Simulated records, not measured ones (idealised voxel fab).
The process module presented herein is designated voxel self aligned vias.
Square cell edge 5 nm, section width 295 nm, ID cut.
Bands, listed from the top down, are how a cross-section gets written in this document; the cross-section itself is a grid of square cells, and a band is one or more rows of them. First you get the band's top height and its bottom height, in nm, and then the materials it's made of, left to right, with each width in nm. If you see a single material with "full width", that one covers the band edge to edge. "air" is empty space. Heights are measured from 0, the level below which the as-received wafer is all one material; the lowest band has no bottom and continues downward, written as in "z 0 and below". A width such as "30..40" changes by the same amount from each row of cells to the next, from the band's top row to its bottom row. Key: "no change occurred" - step with no changed cell in the cross-section. "Internal closed voids" enumerates empty spaces isolated from the top, with no open way to it, that contain at least 8 cells, giving each as width x height at distance from the left edge, all three in nm. If you see something after the settings on a step's line, that's the simulator's own remark about that step. Each step line may optionally specify "overlay nm", which for a step with a mask gives the rightward distance between the mask's planned place and where it lay, a negative value indicating the leftward direction.
These are the steps we planned for the process:
1,RECEIVE [material Si]
2,CONFORMAL_DEP [material SiO2] [thk nm 10]
3,CONFORMAL_DEP [material SiCN] [thk nm 5]
4,DIRECTIONAL_DEP [material SiO2] [thk nm 25]
5,DIRECTIONAL_DEP [material aC] [thk nm 15]
6,PATTERN [tone open] [mask id LINES] [material resist] [width nm 20] [pitch nm 55] [thk nm 30] [overlay nm 0]
7,DIRECTIONAL_ETCH [etch materials aC] [depth nm 15]
8,STRIP [etch materials resist]
9,DIRECTIONAL_ETCH [etch materials SiO2] [depth nm 25]
10,STRIP [etch materials aC]
11,CONFORMAL_DEP [material TiN] [thk nm 5]
12,FILL_DEP [material W] [thk nm 10]
13,CMP [height nm 40]
14,SELECTIVE_ETCH [etch materials W Ru TiN] [depth nm 5]
15,FILL_DEP [material SiN] [thk nm 5]
16,CMP [height nm 40]
17,DIRECTIONAL_DEP [material SiO2] [thk nm 20]
18,MASKED_ETCH [tone open] [mask id VIAS] [width nm 30] [pitch nm 55] [etch materials SiO2] [depth nm 20] [overlay nm 0]
19,MASKED_ETCH [tone open] [mask id VIAS] [width nm 30] [pitch nm 55] [etch materials SiN] [depth nm 5] [overlay nm 0]
20,CONFORMAL_DEP [material TiN] [thk nm 5]
21,FILL_DEP [material Ru] [thk nm 10]
22,CMP [height nm 60]
23,CONFORMAL_DEP [material SiN] [thk nm 5]
So this is the incoming wafer in cross-section - it's already been through step 1:
    z 0 and below  Si full width
    Internal closed voids: none
Sectioned view, first of two wafers, at the close of the module, processed as intended in the plan:
    z 65 to 60  SiN full width
    z 60 to 45  SiO2 75 | TiN 5 | Ru 20 | TiN 5 | SiO2 25 | TiN 5 | Ru 20 | TiN 5 | SiO2 25 | TiN 5 | Ru 20 | TiN 5 | SiO2 80
    z 45 to 40  SiO2 75 | TiN 10 | Ru 10 | TiN 10 | SiO2 25 | TiN 10 | Ru 10 | TiN 10 | SiO2 25 | TiN 10 | Ru 10 | TiN 10 | SiO2 80
    z 40 to 35  SiO2 80 | TiN 20 | SiO2 35 | TiN 20 | SiO2 35 | TiN 20 | SiO2 85
    z 35 to 20  SiO2 80 | TiN 5 | W 10 | TiN 5 | SiO2 35 | TiN 5 | W 10 | TiN 5 | SiO2 35 | TiN 5 | W 10 | TiN 5 | SiO2 85
    z 20 to 15  SiO2 80 | TiN 20 | SiO2 35 | TiN 20 | SiO2 35 | TiN 20 | SiO2 85
    z 15 to 10  SiCN full width
    z 10 to 0  SiO2 full width
    z 0 and below  Si full width
    Internal closed voids: none
Presented here is a cross-section of the second of the two wafers as it stood at the end of the module. It was started in the same manner and assigned the same plan as the first wafer; however, one mistake was made in its execution:
    z 65 to 60  SiN full width
    z 60 to 45  SiO2 80 | TiN 5 | Ru 15 | TiN 5 | SiO2 30 | TiN 5 | Ru 15 | TiN 5 | SiO2 30 | TiN 5 | Ru 15 | TiN 5 | SiO2 80
    z 45 to 40  SiO2 80 | TiN 5 | Ru 10 | TiN 10 | SiO2 30 | TiN 5 | Ru 10 | TiN 10 | SiO2 30 | TiN 5 | Ru 10 | TiN 10 | SiO2 80
    z 40 to 35  SiO2 80 | TiN 20 | SiO2 35 | TiN 20 | SiO2 35 | TiN 20 | SiO2 85
    z 35 to 20  SiO2 80 | TiN 5 | W 10 | TiN 5 | SiO2 35 | TiN 5 | W 10 | TiN 5 | SiO2 35 | TiN 5 | W 10 | TiN 5 | SiO2 85
    z 20 to 15  SiO2 80 | TiN 20 | SiO2 35 | TiN 20 | SiO2 35 | TiN 20 | SiO2 85
    z 15 to 10  SiCN full width
    z 10 to 0  SiO2 full width
    z 0 and below  Si full width
    Internal closed voids: none
Heads up, the wafer didn't run the way we planned it: step 18 did not happen as planned, as run it was MASKED_ETCH [tone open] [mask id VIAS] [width nm 25] [pitch nm 55] [etch materials SiO2] [depth nm 20] [overlay nm 0]
It is noted that, at the conclusion of processing, the second wafer exhibits a higher or lower cell count for certain materials relative to the first: Ru -9 | SiO2 +12 | TiN -3
